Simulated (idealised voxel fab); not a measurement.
Proc. module: voxel self aligned vias
FYI the section here is cut, 260 nm wide, cells are 5 nm squares.
A cross-section is a grid of square cells, given in bands from the top down. A band is one or more rows of cells. Each band's line starts with the height of the band's top and of its bottom, in nm. Then come its materials from left to right, each with its width in nm. One material with "everywhere" fills the band from edge to edge. "empty" is empty space. Below 0: as-received wafer, all one material; heights counted from there. Lowest band: no bottom, goes on down, written "0 and below". With a width like "30 to 40", each row of cells in the band differs from the next by the same amount, the top row carrying the first number and the bottom row the second. "everything unchanged" -> step changed no cross-section cell. Each empty space that has no open way to the top and spans at least 8 cells appears under "Sealed void inventory" as width x height at distance, the distance counted from the left edge, all in nm. Text after the settings on a step's line: the simulator's own remark on that step. The optional step-line setting "overlay nm" applies to steps with a mask and quantifies how far to the right of its planned location the mask lay, a negative value indicating leftward placement.
Planned step list for the process:
| 1 | RECEIVE,material Si |
| 2 | CONFORMAL_DEP,material SiO2,thk nm 15 |
| 3 | CONFORMAL_DEP,material SiCN,thk nm 5 |
| 4 | DIRECTIONAL_DEP,material lowk,thk nm 20 |
| 5 | PATTERN,tone open,mask id LINES,material resist,width nm 20,pitch nm 60,thk nm 15,overlay nm 0 |
| 6 | DIRECTIONAL_ETCH,etch materials lowk,depth nm 20 |
| 7 | STRIP,etch materials resist |
| 8 | CONFORMAL_DEP,material TiN,thk nm 5 |
| 9 | FILL_DEP,material Ru,thk nm 10 |
| 10 | CMP,height nm 40 |
| 11 | SELECTIVE_ETCH,etch materials W Ru TiN,depth nm 10 |
| 12 | FILL_DEP,material SiN,thk nm 5 |
| 13 | CMP,height nm 40 |
| 14 | DIRECTIONAL_DEP,material lowk,thk nm 20 |
| 15 | MASKED_ETCH,tone open,mask id VIAS,width nm 40,etch materials lowk,depth nm 20,overlay nm 0 |
| 16 | MASKED_ETCH,tone open,mask id VIAS,width nm 40,etch materials SiN,depth nm 10,overlay nm 0 |
| 17 | CONFORMAL_DEP,material TiN,thk nm 5 |
| 18 | FILL_DEP,material Cu,thk nm 10 |
| 19 | CMP,height nm 60 |
| 20 | CONFORMAL_DEP,material SiCN,thk nm 5 |
As received, after step 1:
> 0 and below | Si everywhere
> Sealed void inventory: none
The first of two wafers, cross-sectioned at the end of the module, with the run proceeding as planned:
> 65 down to 60 | SiCN everywhere
> 60 down to 45 | lowk 80  TiN 5  Cu 30  TiN 5  lowk 140
> 45 down to 40 | lowk 80  TiN 15  Cu 10  TiN 15  lowk 140
> 40 down to 35 | lowk 90  TiN 5  Cu 10  TiN 5  lowk 40  SiN 20  lowk 90
> 35 down to 30 | lowk 90  TiN 20  lowk 40  SiN 20  lowk 90
> 30 down to 25 | lowk 90  TiN 5  Ru 10  TiN 5  lowk 40  TiN 5  Ru 10  TiN 5  lowk 90
> 25 down to 20 | lowk 90  TiN 20  lowk 40  TiN 20  lowk 90
> 20 down to 15 | SiCN everywhere
> 15 down to 0 | SiO2 everywhere
> 0 and below | Si everywhere
> Sealed void inventory: none
Cross-section at end of module for the second wafer of two, which matched the first in starting point and plan and differed by one mistake in its processing:
> 65 down to 60 | SiCN everywhere
> 60 down to 45 | lowk 80  TiN 5  Cu 30  TiN 5  lowk 140
> 45 down to 40 | lowk 80  TiN 15  Cu 10  TiN 15  lowk 140
> 40 down to 35 | lowk 90  TiN 5  Cu 10  TiN 5  lowk 40  SiN 20  lowk 90
> 35 down to 30 | lowk 90  TiN 20  lowk 40  SiN 20  lowk 90
> 30 down to 25 | lowk 90  TiN 5  SiN 10  TiN 5  lowk 40  TiN 5  SiN 10  TiN 5  lowk 90
> 25 down to 20 | lowk 90  TiN 20  lowk 40  TiN 20  lowk 90
> 20 down to 15 | SiCN everywhere
> 15 down to 0 | SiO2 everywhere
> 0 and below | Si everywhere
> Sealed void inventory: none
Want to know what went wrong? not per plan at step 9, really ran FILL_DEP,material SiN,thk nm 10
at the end the second wafer has, in cells: 4 fewer of Ru; 4 more of SiN
